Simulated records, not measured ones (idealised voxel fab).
Process module, titled voxel local oxidation
Section shown: cut. Width: 240 nm. Cell size: 5 nm, square.
We lay out every cross-section as a grid of square cells and spell it out in bands from the top down, where one band means one or more rows of cells. Basically the band line says how high the top is and how high the bottom is, in nm, and then what's in it from left to right, every material with its width in nm. Empty space shows up as "empty", and if a single material carries "edge to edge" it runs the full band edge to edge. Note: height 0 marks the level under which the wafer is uniformly one material as received. Lowest band unbounded below, written "0 -> down". When a width is written as two numbers, as in "30 to 40", the first number is the width in the top row of cells of the band and the second is the width in its bottom row, and the width changes by the same amount from each row to the next. Given "remained the same" for a step, no cell of the cross-section differs between before and after that step. Closed-off voids of 8+ cells (no open route to the top) go in "Voids, enclosed", written width x height at distance from the left edge, in nm. On a step's line, text after the settings is the simulator commenting on that step. overlay nm: where the mask lay relative to plan, measured to the right, on steps with a mask; negatives go left. So the way this works: pairs, before and after one process step. The after picture only goes down to the lowest band that actually changed, nothing below. Step and its settings are under each pair. And watch out, pairs might come from different runs of this module, same starting wafer though, so a pair only follows on from the one above if its "Cross-section, before" entry tells you so.

Cross-section, before
  0 -> down  Si edge to edge
  Voids, enclosed: none

Post-Process Section
  0 -> -5  SiO2 edge to edge
  All layers under -5 are left as they were.
  Voids, enclosed: none
Name the step between the before and after sections above: OXIDIZE,depth nm 5

Cross-section, before: the state before this step is the cross-section shown after the step in the pair just above.

Post-Process Section
  10 -> 0  SiN edge to edge
  All layers under 0 are left as they were.
  Voids, enclosed: none
Name the step between the before and after sections above: CONFORMAL_DEP,material SiN,thk nm 10

Cross-section, before: the state before this step is the cross-section shown after the step in the pair just above.

Post-Process Section
  25 -> 10  aC edge to edge
  All layers under 10 are left as they were.
  Voids, enclosed: none
Name the step between the before and after sections above: DIRECTIONAL_DEP,material aC,thk nm 15

Cross-section, before: the state before this step is the cross-section shown after the step in the pair just above.

Post-Process Section
  60 -> 25  empty (70) | resist (100) | empty (70)
  All layers under 25 are left as they were.
  Voids, enclosed: none
Name the step between the before and after sections above: PATTERN,tone cover,mask id ACTIVE,material resist,width nm 100,thk nm 35,overlay nm 0

Cross-section, before: the state before this step is the cross-section shown after the step in the pair just above.

Post-Process Section
  45 -> 25  empty (70) | resist (100) | empty (70)
  25 -> 10  empty (70) | aC (100) | empty (70)
  All layers under 10 are left as they were.
  Voids, enclosed: none
Name the step between the before and after sections above: DIRECTIONAL_ETCH,etch materials aC,depth nm 15

Cross-section, before: the state before this step is the cross-section shown after the step in the pair just above.

Post-Process Section
  25 -> 10  empty (70) | aC (100) | empty (70)
  All layers under 10 are left as they were.
  Voids, enclosed: none
Name the step between the before and after sections above: STRIP,etch materials resist

Cross-section, before: the state before this step is the cross-section shown after the step in the pair just above.

Post-Process Section
  25 -> 10  empty (70) | aC (100) | empty (70)
  10 -> 0  empty (70) | SiN (100) | empty (70)
  All layers under 0 are left as they were.
  Voids, enclosed: none
Name the step between the before and after sections above: DIRECTIONAL_ETCH,etch materials SiN,depth nm 10

Cross-section, before: the state before this step is the cross-section shown after the step in the pair just above.

Post-Process Section
  10 -> 0  empty (70) | SiN (100) | empty (70)
  All layers under 0 are left as they were.
  Voids, enclosed: none
Name the step between the before and after sections above: STRIP,etch materials aC

Cross-section, before: the state before this step is the cross-section shown after the step in the pair just above.

Post-Process Section
  10 -> 0  empty (70) | SiN (100) | empty (70)
  0 -> -5  empty (75) | SiO2 (90) | empty (75)
  All layers under -5 are left as they were.
  Voids, enclosed: none
Name the step between the before and after sections above: SELECTIVE_ETCH,etch materials SiO2,depth nm 5

Cross-section, before: the state before this step is the cross-section shown after the step in the pair just above.

Post-Process Section
  10 -> 0  empty (70) | SiN (100) | empty (70)
  0 -> -5  empty (75) | SiO2 (90) | empty (75)
  -5 -> -20  SiO2 (90) | Si (60) | SiO2 (90)
  All layers under -20 are left as they were.
  Voids, enclosed: none
Name the step between the before and after sections above: OXIDIZE,depth nm 15

Cross-section, before: the state before this step is the cross-section shown after the step in the pair just above.

Post-Process Section
  0 -> -5  empty (75) | SiO2 (90) | empty (75)
  All layers under -5 are left as they were.
  Voids, enclosed: none
Name the step between the before and after sections above: STRIP,etch materials SiN

Cross-section, before
  45 -> 25  empty (70) | resist (100) | empty (70)
  25 -> 10  empty (70) | aC (100) | empty (70)
  10 -> 0  SiN edge to edge
  0 -> -5  SiO2 edge to edge
  -5 -> down  Si edge to edge
  Voids, enclosed: none

Post-Process Section
  45 -> 25  empty (70) | resist (100) | empty (70)
  25 -> 10  empty (70) | aC (100) | empty (70)
  10 -> 0  empty (70) | SiN (100) | empty (70)
  All layers under 0 are left as they were.
  Voids, enclosed: none
Name the step between the before and after sections above: DIRECTIONAL_ETCH,etch materials SiN,depth nm 10

Cross-section, before: the state before this step is the cross-section shown after the step in the pair just above.

Post-Process Section
  10 -> 0  empty (70) | SiN (100) | empty (70)
  All layers under 0 are left as they were.
  Voids, enclosed: none
Name the step between the before and after sections above: STRIP,etch materials aC

Cross-section, before
  10 -> 0  empty (70) | SiN (100) | empty (70)
  0 -> -5  empty (75) | SiO2 (90) | empty (75)
  -5 -> down  Si edge to edge
  Voids, enclosed: none

Post-Process Section
  0 -> -5  empty (75) | SiO2 (90) | empty (75)
  All layers under -5 are left as they were.
  Voids, enclosed: none
Name the step between the before and after sections above: STRIP,etch materials SiN

Cross-section, before: the state before this step is the cross-section shown after the step in the pair just above.

Post-Process Section
  0 -> -5  empty (75) | SiO2 (90) | empty (75)
  -5 -> -20  SiO2 (90) | Si (60) | SiO2 (90)
  All layers under -20 are left as they were.
  Voids, enclosed: none
Name the step between the before and after sections above: OXIDIZE,depth nm 15

Cross-section, before
  10 -> 0  empty (70) | SiN (100) | empty (70)
  0 -> -5  SiO2 edge to edge
  -5 -> down  Si edge to edge
  Voids, enclosed: none

Post-Process Section
  10 -> 0  empty (70) | SiN (100) | empty (70)
  0 -> -5  empty (85) | SiO2 (70) | empty (85)
  All layers under -5 are left as they were.
  Voids, enclosed: none
Name the step between the before and after sections above: SELECTIVE_ETCH,etch materials SiO2,depth nm 15

Cross-section, before: the state before this step is the cross-section shown after the step in the pair just above.

Post-Process Section
  10 -> 0  empty (70) | SiN (100) | empty (70)
  0 -> -5  empty (85) | SiO2 (70) | empty (85)
  -5 -> -20  SiO2 (100) | Si (40) | SiO2 (100)
  All layers under -20 are left as they were.
  Voids, enclosed: none
Name the step between the before and after sections above: OXIDIZE,depth nm 15

Cross-section, before: the state before this step is the cross-section shown after the step in the pair just above.

Post-Process Section
  0 -> -5  empty (85) | SiO2 (70) | empty (85)
  All layers under -5 are left as they were.
  Voids, enclosed: none
Name the step between the before and after sections above: STRIP,etch materials SiN

Cross-section, before
  25 -> 10  aC edge to edge
  10 -> 0  SiN edge to edge
  0 -> -5  SiO2 edge to edge
  -5 -> down  Si edge to edge
  Voids, enclosed: none

Post-Process Section
  60 -> 25  empty (75) | resist (95) | empty (70)
  All layers under 25 are left as they were.
  Voids, enclosed: none
Name the step between the before and after sections above: PATTERN,tone cover,mask id ACTIVE,material resist,width nm 95,thk nm 35,overlay nm 0

Cross-section, before: the state before this step is the cross-section shown after the step in the pair just above.

Post-Process Section
  45 -> 25  empty (75) | resist (95) | empty (70)
  25 -> 10  empty (75) | aC (95) | empty (70)
  All layers under 10 are left as they were.
  Voids, enclosed: none
Name the step between the before and after sections above: DIRECTIONAL_ETCH,etch materials aC,depth nm 15

Cross-section, before: the state before this step is the cross-section shown after the step in the pair just above.

Post-Process Section
  25 -> 10  empty (75) | aC (95) | empty (70)
  All layers under 10 are left as they were.
  Voids, enclosed: none
Name the step between the before and after sections above: STRIP,etch materials resist

Cross-section, before: the state before this step is the cross-section shown after the step in the pair just above.

Post-Process Section
  25 -> 10  empty (75) | aC (95) | empty (70)
  10 -> 0  empty (75) | SiN (95) | empty (70)
  All layers under 0 are left as they were.
  Voids, enclosed: none
Name the step between the before and after sections above: DIRECTIONAL_ETCH,etch materials SiN,depth nm 10

Cross-section, before: the state before this step is the cross-section shown after the step in the pair just above.

Post-Process Section
  10 -> 0  empty (75) | SiN (95) | empty (70)
  All layers under 0 are left as they were.
  Voids, enclosed: none
Name the step between the before and after sections above: STRIP,etch materials aC

Cross-section, before: the state before this step is the cross-section shown after the step in the pair just above.

Post-Process Section
  10 -> 0  empty (75) | SiN (95) | empty (70)
  0 -> -5  empty (80) | SiO2 (85) | empty (75)
  All layers under -5 are left as they were.
  Voids, enclosed: none
Name the step between the before and after sections above: SELECTIVE_ETCH,etch materials SiO2,depth nm 5

Cross-section, before: the state before this step is the cross-section shown after the step in the pair just above.

Post-Process Section
  10 -> 0  empty (75) | SiN (95) | empty (70)
  0 -> -5  empty (80) | SiO2 (85) | empty (75)
  -5 -> -20  SiO2 (95) | Si (55) | SiO2 (90)
  All layers under -20 are left as they were.
  Voids, enclosed: none
Name the step between the before and after sections above: OXIDIZE,depth nm 15

Cross-section, before: the state before this step is the cross-section shown after the step in the pair just above.

Post-Process Section
  0 -> -5  empty (80) | SiO2 (85) | empty (75)
  All layers under -5 are left as they were.
  Voids, enclosed: none
Name the step between the before and after sections above: STRIP,etch materials SiN

Cross-section, before
  25 -> 10  aC edge to edge
  10 -> 0  SiN edge to edge
  0 -> -5  SiO2 edge to edge
  -5 -> down  Si edge to edge
  Voids, enclosed: none

Post-Process Section
  60 -> 25  empty (80) | resist (100) | empty (60)
  All layers under 25 are left as they were.
  Voids, enclosed: none
Name the step between the before and after sections above: PATTERN,tone cover,mask id ACTIVE,material resist,width nm 100,thk nm 35,overlay nm 10

Cross-section, before: the state before this step is the cross-section shown after the step in the pair just above.

Post-Process Section
  45 -> 25  empty (80) | resist (100) | empty (60)
  25 -> 10  empty (80) | aC (100) | empty (60)
  All layers under 10 are left as they were.
  Voids, enclosed: none
Name the step between the before and after sections above: DIRECTIONAL_ETCH,etch materials aC,depth nm 15

Cross-section, before: the state before this step is the cross-section shown after the step in the pair just above.

Post-Process Section
  25 -> 10  empty (80) | aC (100) | empty (60)
  All layers under 10 are left as they were.
  Voids, enclosed: none
Name the step between the before and after sections above: STRIP,etch materials resist

Cross-section, before: the state before this step is the cross-section shown after the step in the pair just above.

Post-Process Section
  25 -> 10  empty (80) | aC (100) | empty (60)
  10 -> 0  empty (80) | SiN (100) | empty (60)
  All layers under 0 are left as they were.
  Voids, enclosed: none
Name the step between the before and after sections above: DIRECTIONAL_ETCH,etch materials SiN,depth nm 10

Cross-section, before: the state before this step is the cross-section shown after the step in the pair just above.

Post-Process Section
  10 -> 0  empty (80) | SiN (100) | empty (60)
  All layers under 0 are left as they were.
  Voids, enclosed: none
Name the step between the before and after sections above: STRIP,etch materials aC

Cross-section, before: the state before this step is the cross-section shown after the step in the pair just above.

Post-Process Section
  10 -> 0  empty (80) | SiN (100) | empty (60)
  0 -> -5  empty (85) | SiO2 (90) | empty (65)
  All layers under -5 are left as they were.
  Voids, enclosed: none
Name the step between the before and after sections above: SELECTIVE_ETCH,etch materials SiO2,depth nm 5

Cross-section, before: the state before this step is the cross-section shown after the step in the pair just above.

Post-Process Section
  10 -> 0  empty (80) | SiN (100) | empty (60)
  0 -> -5  empty (85) | SiO2 (90) | empty (65)
  -5 -> -20  SiO2 (100) | Si (60) | SiO2 (80)
  All layers under -20 are left as they were.
  Voids, enclosed: none
Name the step between the before and after sections above: OXIDIZE,depth nm 15

Cross-section, before: the state before this step is the cross-section shown after the step in the pair just above.

Post-Process Section
  0 -> -5  empty (85) | SiO2 (90) | empty (65)
  All layers under -5 are left as they were.
  Voids, enclosed: none
Name the step between the before and after sections above: STRIP,etch materials SiN

Cross-section, before
  10 -> 0  SiN edge to edge
  0 -> -5  SiO2 edge to edge
  -5 -> down  Si edge to edge
  Voids, enclosed: none

Post-Process Section
  25 -> 10  SiO2 edge to edge
  All layers under 10 are left as they were.
  Voids, enclosed: none
Name the step between the before and after sections above: DIRECTIONAL_DEP,material SiO2,thk nm 15

Cross-section, before: the state before this step is the cross-section shown after the step in the pair just above.

Post-Process Section
  60 -> 25  empty (70) | resist (100) | empty (70)
  All layers under 25 are left as they were.
  Voids, enclosed: none
Name the step between the before and after sections above: PATTERN,tone cover,mask id ACTIVE,material resist,width nm 100,thk nm 35,overlay nm 0

Cross-section, before: the state before this step is the cross-section shown after the step in the pair just above.

Post-Process Section
  45 -> 25  empty (70) | resist (100) | empty (70)
  All layers under 25 are left as they were.
  Voids, enclosed: none
Name the step between the before and after sections above: DIRECTIONAL_ETCH,etch materials aC,depth nm 15

Cross-section, before: the state before this step is the cross-section shown after the step in the pair just above.

Post-Process Section
  25 -> 10  SiO2 edge to edge
  All layers under 10 are left as they were.
  Voids, enclosed: none
Name the step between the before and after sections above: STRIP,etch materials resist

Cross-section, before: the state before this step is the cross-section shown after the step in the pair just above.

Post-Process Section
  20 -> 10  SiO2 edge to edge
  All layers under 10 are left as they were.
  Voids, enclosed: none
Name the step between the before and after sections above: SELECTIVE_ETCH,etch materials SiO2,depth nm 5

Cross-section, before
  25 -> 10  aC edge to edge
  10 -> 0  SiN edge to edge
  0 -> -5  SiO2 edge to edge
  -5 -> down  Si edge to edge
  Voids, enclosed: none

Post-Process Section
  60 -> 25  resist (70) | empty (100) | resist (70)
  All layers under 25 are left as they were.
  Voids, enclosed: none
Name the step between the before and after sections above: PATTERN,tone open,mask id ACTIVE,material resist,width nm 100,thk nm 35,overlay nm 0

Cross-section, before: the state before this step is the cross-section shown after the step in the pair just above.

Post-Process Section
  45 -> 25  resist (70) | empty (100) | resist (70)
  25 -> 10  aC (70) | empty (100) | aC (70)
  All layers under 10 are left as they were.
  Voids, enclosed: none
Name the step between the before and after sections above: DIRECTIONAL_ETCH,etch materials aC,depth nm 15

Cross-section, before: the state before this step is the cross-section shown after the step in the pair just above.

Post-Process Section
  25 -> 10  aC (70) | empty (100) | aC (70)
  All layers under 10 are left as they were.
  Voids, enclosed: none
Name the step between the before and after sections above: STRIP,etch materials resist

Cross-section, before: the state before this step is the cross-section shown after the step in the pair just above.

Post-Process Section
  25 -> 10  aC (70) | empty (100) | aC (70)
  10 -> 0  SiN (70) | empty (100) | SiN (70)
  All layers under 0 are left as they were.
  Voids, enclosed: none
Name the step between the before and after sections above: DIRECTIONAL_ETCH,etch materials SiN,depth nm 10

Cross-section, before: the state before this step is the cross-section shown after the step in the pair just above.

Post-Process Section
  10 -> 0  SiN (70) | empty (100) | SiN (70)
  All layers under 0 are left as they were.
  Voids, enclosed: none
Name the step between the before and after sections above: STRIP,etch materials aC

Cross-section, before: the state before this step is the cross-section shown after the step in the pair just above.

Post-Process Section
  10 -> 0  SiN (70) | empty (100) | SiN (70)
  0 -> -5  SiO2 (65) | empty (110) | SiO2 (65)
  All layers under -5 are left as they were.
  Voids, enclosed: none
Name the step between the before and after sections above: SELECTIVE_ETCH,etch materials SiO2,depth nm 5

Cross-section, before: the state before this step is the cross-section shown after the step in the pair just above.

Post-Process Section
  10 -> 0  SiN (70) | empty (100) | SiN (70)
  0 -> -5  SiO2 (65) | empty (110) | SiO2 (65)
  -5 -> -20  Si (50) | SiO2 (140) | Si (50)
  All layers under -20 are left as they were.
  Voids, enclosed: none
Name the step between the before and after sections above: OXIDIZE,depth nm 15

Cross-section, before: the state before this step is the cross-section shown after the step in the pair just above.

Post-Process Section
  0 -> -5  SiO2 (65) | empty (110) | SiO2 (65)
  All layers under -5 are left as they were.
  Voids, enclosed: none
Name the step between the before and after sections above: STRIP,etch materials SiN
